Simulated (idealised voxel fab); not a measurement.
The document below concerns the process module designated voxel trench capacitor.
Square cell edge 5 nm, section width 260 nm, ID cut.
Reading order for cross-sections: top band down to bottom band. Underlying form: a grid of square cells. Band size: one or more rows of cells. Quick guide to a band line: top height, bottom height (nm) up front; then every material left to right with its width in nm. Only one material and it's marked "full width"? Then it fills the band edge to edge. And "empty" just means empty space. Basically, 0 is our baseline, since under it the wafer straight out of the box is all one material. The bottom band has no lower end and keeps on going down, so it looks like "from 0 down". A two-number width, for instance "30->40", indicates that the width is equal to the first number in the top row of the band and to the second number in the bottom row, and that it changes by a constant amount per row of cells. "stayed the same", as given for a step, is the statement that not any cell of the cross-section underwent a change during that step. In "Enclosed empty spaces" the enclosed voids are listed, meaning empty spaces of 8 cells or larger without any opening to the top. The form is width x height at distance, distance from the left edge, units nm. The remark found on a step's line after its settings is issued by the simulator itself and pertains to that step. overlay nm: step with mask; distance mask lay right of planned place; negative value = left of planned place.

## Here's what the planned process steps look like
1) RECEIVE with material Si
2) CONFORMAL_DEP with material SiN, thk nm 5
3) MASKED_ETCH with tone open, mask id TRENCH, width nm 25, pitch nm 50, etch materials SiN, depth nm 5, overlay nm -15
4) MASKED_ETCH with tone open, mask id TRENCH, width nm 25, pitch nm 50, etch materials Si, depth nm 30, overlay nm 0
5) CONFORMAL_DEP with material SiO2, thk nm 5
6) FILL_DEP with material polySi, thk nm 10
7) CMP with height nm 5
Wafer-to-wafer difference: overlay nm, step 3. Common start. Plan = first wafer's value.

## After step 1, as received: first of several wafers, cross-section
- from 0 down | Si full width
- Enclosed empty spaces: none

## Row per wafer, end-of-module: cell gain (+)/loss (-) by material since the wafer came in, then closed voids
overlay nm -15, -24 Si, +42 SiN, +34 SiO2, Enclosed empty spaces: none
overlay nm -10, -36 Si, +42 SiN, +34 SiO2, +12 polySi, Enclosed empty spaces: none
overlay nm -5, -48 Si, +42 SiN, +34 SiO2, +24 polySi, Enclosed empty spaces: none
overlay nm 0, -60 Si, +42 SiN, +34 SiO2, +36 polySi, Enclosed empty spaces: none
overlay nm 5, -48 Si, +42 SiN, +34 SiO2, +24 polySi, Enclosed empty spaces: none
overlay nm 10, -36 Si, +42 SiN, +34 SiO2, +12 polySi, Enclosed empty spaces: none
overlay nm 15, -24 Si, +42 SiN, +34 SiO2, Enclosed empty spaces: none
